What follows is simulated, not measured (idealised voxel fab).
Process module heading - voxel spacer lines
Section cut is 220 nm wide and gridded with 5 nm square cells.
Cross-section format: a grid of square cells, given as bands from top to bottom; each band is one or more rows of cells. Heads up on the band format: heights come first, top then bottom, in nm. After that it's the materials left to right, each with its width in nm. A single material flagged "throughout" fills the whole band edge to edge, and "empty" means there's empty space there. Counting heights begins at 0, where everything beneath is, in the wafer as received, one material. The lowest band has no bottom; it goes on downwards, as "top 0, no bottom" shows. Graded width ("30 to 40"): value in top row of band = first number; value in bottom row = second number; row-to-row change constant. Key: "stayed the same" - step with no changed cell in the cross-section. "Sealed-off cavities" lists enclosed empty spaces (at least 8 cells, no open path upward to the top), each as width x height at distance from the left edge, in nm. Where a step's line continues beyond its settings, the continuation is a remark by the simulator itself on that step. "overlay nm" answers the question of how far to the right of plan the mask lay on a step that has a mask, and when it is negative the answer is to the left.

Plan
step 1: RECEIVE | material Si
step 2: CONFORMAL_DEP | material Al2O3 | thk nm 10
step 3: DIRECTIONAL_DEP | material TiN | thk nm 10
step 4: DIRECTIONAL_DEP | material aC | thk nm 20
step 5: PATTERN | tone cover | mask id MANDREL | material resist | width nm 20 | pitch nm 60 | thk nm 30 | overlay nm -15
step 6: DIRECTIONAL_ETCH | etch materials aC | depth nm 20
step 7: STRIP | etch materials resist
step 8: CONFORMAL_DEP | material SiN | thk nm 10
step 9: DIRECTIONAL_ETCH | etch materials SiN | depth nm 10
step 10: STRIP | etch materials aC
step 11: DIRECTIONAL_ETCH | etch materials TiN | depth nm 10
step 12: STRIP | etch materials SiN
Across this set of wafers, the varied parameter is the overlay nm of step 5. Starting conditions are identical for every wafer, and the plan reports the value assigned to the first wafer.

Incoming state of the first of several wafers in cross-section: after step 1
	top 0, no bottom: Si throughout
	Sealed-off cavities: none

The first of several wafers, seen in cross-section after the module's last step, step 12
	top 20, bottom 10: empty=15 | TiN=10 | empty=20 | TiN=10 | empty=20 | TiN=10 | empty=20 | TiN=10 | empty=20 | TiN=10 | empty=20 | TiN=10 | empty=45
	top 10, bottom 0: Al2O3 throughout
	top 0, no bottom: Si throughout
	Sealed-off cavities: none

So this is the cross-section on the last wafer at the end of the module
	top 20, bottom 10: empty=45 | TiN=10 | empty=20 | TiN=10 | empty=20 | TiN=10 | empty=20 | TiN=10 | empty=20 | TiN=10 | empty=20 | TiN=10 | empty=15
	top 10, bottom 0: Al2O3 throughout
	top 0, no bottom: Si throughout
	Sealed-off cavities: none

Per-wafer rows below. For each material: cells gained (+) or lost (-) since the wafer was received, as of end of module. Then: closed voids
overlay nm -15, +88 Al2O3, +24 TiN, Sealed-off cavities: none
overlay nm -10, +88 Al2O3, +24 TiN, Sealed-off cavities: none
overlay nm -5, +88 Al2O3, +24 TiN, Sealed-off cavities: none
overlay nm 0, +88 Al2O3, +24 TiN, Sealed-off cavities: none
overlay nm 5, +88 Al2O3, +24 TiN, Sealed-off cavities: none
overlay nm 10, +88 Al2O3, +24 TiN, Sealed-off cavities: none
overlay nm 15, +88 Al2O3, +24 TiN, Sealed-off cavities: none
